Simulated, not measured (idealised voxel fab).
Module name: voxel ribs on slabs (process module)
Each square cell in cross-section cut measures 5 nm, and the section as a whole is 250 nm wide.
The cross-sections in this document take the form of a grid made of square cells. They are written out as bands, in order from top to bottom. Each band consists of one or more rows of cells.
Read a band's entry like this: the first values are the height of its top and the height of its bottom in nm, and what follows is the sequence of materials from left to right, each with its width in nm. Note that "blank" is empty space, and that a single material marked "throughout" reaches across the band from edge to edge.
All heights in this document are referenced to 0, defined as the level beneath which the wafer, as received, consists entirely of one material. The lowest band is not bounded below; it extends indefinitely downward and is written in the form "0 nm and below".
You'd read "30 to 40" like this: the band's top row of cells is as wide as the first number, its bottom row is as wide as the second, and going down, every row changes width by the same amount as the row before did.
"no change" -> step changed no cross-section cell.
What "Closed void listing" gives you is every empty space of 8 cells or more that is cut off from the top. Each appears as width x height at distance, with the distance taken from the left edge and width, height and distance all in nm.
Anything after a step's settings on that line? It's the simulator's own note about the step.
overlay nm: for a step with a mask, the amount by which the mask lay right of where it was planned; a negative amount means left of it.

Listed below are the process steps as planned
| 1 | RECEIVE [material Si] |
| 2 | DIRECTIONAL_DEP [material SiO2] [thk nm 30] |
| 3 | DIRECTIONAL_DEP [material SiN] [thk nm 15] |
| 4 | PATTERN [tone cover] [mask id RIB] [material resist] [width nm 25] [thk nm 15] [overlay nm 0] |
| 5 | DIRECTIONAL_ETCH [etch materials SiN] [depth nm 5] |
| 6 | STRIP [etch materials resist] |
| 7 | MASKED_ETCH [tone cover] [mask id SLAB] [width nm 75] [etch materials SiN] [depth nm 10] [overlay nm 0] |
| 8 | FILL_DEP [material SiO2] [thk nm 25] |
| 9 | CMP [height nm 60] |
| 10 | DIRECTIONAL_DEP [material TiN] [thk nm 10] |
| 11 | DIRECTIONAL_DEP [material aC] [thk nm 10] |
| 12 | PATTERN [tone cover] [mask id HEATER] [material resist] [width nm 35] [thk nm 30] [overlay nm 0] |
| 13 | DIRECTIONAL_ETCH [etch materials aC] [depth nm 10] |
| 14 | STRIP [etch materials resist] |
| 15 | DIRECTIONAL_ETCH [etch materials TiN] [depth nm 10] |
| 16 | STRIP [etch materials aC] |
| 17 | CONFORMAL_DEP [material SiN] [thk nm 5] |

The first of the two wafers, which ran as planned

Incoming wafer, cross-sectional view, post step 1
    0 nm and below: Si throughout
    Closed void listing: none

You're looking at a cross-section of the wafer after step 2
    30 nm to 0 nm: SiO2 throughout
    Under 0: no change, same as before.

You're looking at a cross-section of the wafer after step 3
    45 nm to 30 nm: SiN throughout
    Under 30: no change, same as before.

You're looking at a cross-section of the wafer after step 4
    60 nm to 45 nm: blank 110, resist 25, blank 115
    Under 45: no change, same as before.

You're looking at a cross-section of the wafer after step 5
    60 nm to 45 nm: blank 110, resist 25, blank 115
    45 nm to 40 nm: blank 110, SiN 25, blank 115
    Under 40: no change, same as before.

You're looking at a cross-section of the wafer after step 6
    45 nm to 40 nm: blank 110, SiN 25, blank 115
    Under 40: no change, same as before.

You're looking at a cross-section of the wafer after step 7
    45 nm to 40 nm: blank 110, SiN 25, blank 115
    40 nm to 30 nm: blank 85, SiN 75, blank 90
    Under 30: no change, same as before.

You're looking at a cross-section of the wafer after step 8
    70 nm to 45 nm: SiO2 throughout
    45 nm to 40 nm: SiO2 110, SiN 25, SiO2 115
    40 nm to 30 nm: SiO2 85, SiN 75, SiO2 90
    Under 30: no change, same as before.

You're looking at a cross-section of the wafer after step 9
    60 nm to 45 nm: SiO2 throughout
    Under 45: no change, same as before.

You're looking at a cross-section of the wafer after step 10
    70 nm to 60 nm: TiN throughout
    Under 60: no change, same as before.

You're looking at a cross-section of the wafer after step 11
    80 nm to 70 nm: aC throughout
    Under 70: no change, same as before.

You're looking at a cross-section of the wafer after step 12
    110 nm to 80 nm: blank 105, resist 35, blank 110
    Under 80: no change, same as before.

You're looking at a cross-section of the wafer after step 13
    100 nm to 80 nm: blank 105, resist 35, blank 110
    80 nm to 70 nm: blank 105, aC 35, blank 110
    Under 70: no change, same as before.

You're looking at a cross-section of the wafer after step 14
    80 nm to 70 nm: blank 105, aC 35, blank 110
    Under 70: no change, same as before.

You're looking at a cross-section of the wafer after step 15
    80 nm to 70 nm: blank 105, aC 35, blank 110
    70 nm to 60 nm: blank 105, TiN 35, blank 110
    Under 60: no change, same as before.

You're looking at a cross-section of the wafer after step 16
    70 nm to 60 nm: blank 105, TiN 35, blank 110
    Under 60: no change, same as before.

You're looking at a cross-section of the wafer after step 17
    75 nm to 70 nm: blank 100, SiN 45, blank 105
    70 nm to 65 nm: blank 100, SiN 5, TiN 35, SiN 5, blank 105
    65 nm to 60 nm: SiN 105, TiN 35, SiN 110
    Under 60: no change, same as before.

What follows concerns the second wafer, which started out like the first and was meant to follow the very same plan; one mistake crept in when it was run, but everything up to and including step 1 is the same as for the first wafer

Second wafer shown in cross-section at the time step 2 was slated to end
    35 nm to 0 nm: SiO2 throughout
    Under 0: no change, same as before.

Second wafer shown in cross-section at the time step 3 was slated to end
    50 nm to 35 nm: SiN throughout
    Under 35: no change, same as before.

Second wafer shown in cross-section at the time step 4 was slated to end
    65 nm to 50 nm: blank 110, resist 25, blank 115
    Under 50: no change, same as before.

Second wafer shown in cross-section at the time step 5 was slated to end
    65 nm to 50 nm: blank 110, resist 25, blank 115
    50 nm to 45 nm: blank 110, SiN 25, blank 115
    Under 45: no change, same as before.

Second wafer shown in cross-section at the time step 6 was slated to end
    50 nm to 45 nm: blank 110, SiN 25, blank 115
    Under 45: no change, same as before.

Second wafer shown in cross-section at the time step 7 was slated to end
    50 nm to 45 nm: blank 110, SiN 25, blank 115
    45 nm to 35 nm: blank 85, SiN 75, blank 90
    Under 35: no change, same as before.

Second wafer shown in cross-section at the time step 8 was slated to end
    75 nm to 50 nm: SiO2 throughout
    50 nm to 45 nm: SiO2 110, SiN 25, SiO2 115
    45 nm to 35 nm: SiO2 85, SiN 75, SiO2 90
    Under 35: no change, same as before.

Second wafer shown in cross-section at the time step 9 was slated to end
    60 nm to 50 nm: SiO2 throughout
    Under 50: no change, same as before.

Second wafer shown in cross-section at the time step 10 was slated to end
    70 nm to 60 nm: TiN throughout
    Under 60: no change, same as before.

Second wafer shown in cross-section at the time step 11 was slated to end
    80 nm to 70 nm: aC throughout
    Under 70: no change, same as before.

Second wafer shown in cross-section at the time step 12 was slated to end
    110 nm to 80 nm: blank 105, resist 35, blank 110
    Under 80: no change, same as before.

Second wafer shown in cross-section at the time step 13 was slated to end
    100 nm to 80 nm: blank 105, resist 35, blank 110
    80 nm to 70 nm: blank 105, aC 35, blank 110
    Under 70: no change, same as before.

Second wafer shown in cross-section at the time step 14 was slated to end
    80 nm to 70 nm: blank 105, aC 35, blank 110
    Under 70: no change, same as before.

Second wafer shown in cross-section at the time step 15 was slated to end
    80 nm to 70 nm: blank 105, aC 35, blank 110
    70 nm to 60 nm: blank 105, TiN 35, blank 110
    Under 60: no change, same as before.

Second wafer shown in cross-section at the time step 16 was slated to end
    70 nm to 60 nm: blank 105, TiN 35, blank 110
    Under 60: no change, same as before.

Second wafer shown in cross-section at the time step 17 was slated to end
    75 nm to 70 nm: blank 100, SiN 45, blank 105
    70 nm to 65 nm: blank 100, SiN 5, TiN 35, SiN 5, blank 105
    65 nm to 60 nm: SiN 105, TiN 35, SiN 110
    Under 60: no change, same as before.
What went wrong in running the wafer? step 2 off recipe, ran as DIRECTIONAL_DEP [material SiO2] [thk nm 35]
By the end, you'd get the same cell count for each material on either wafer, but the second wafer puts them somewhere else.
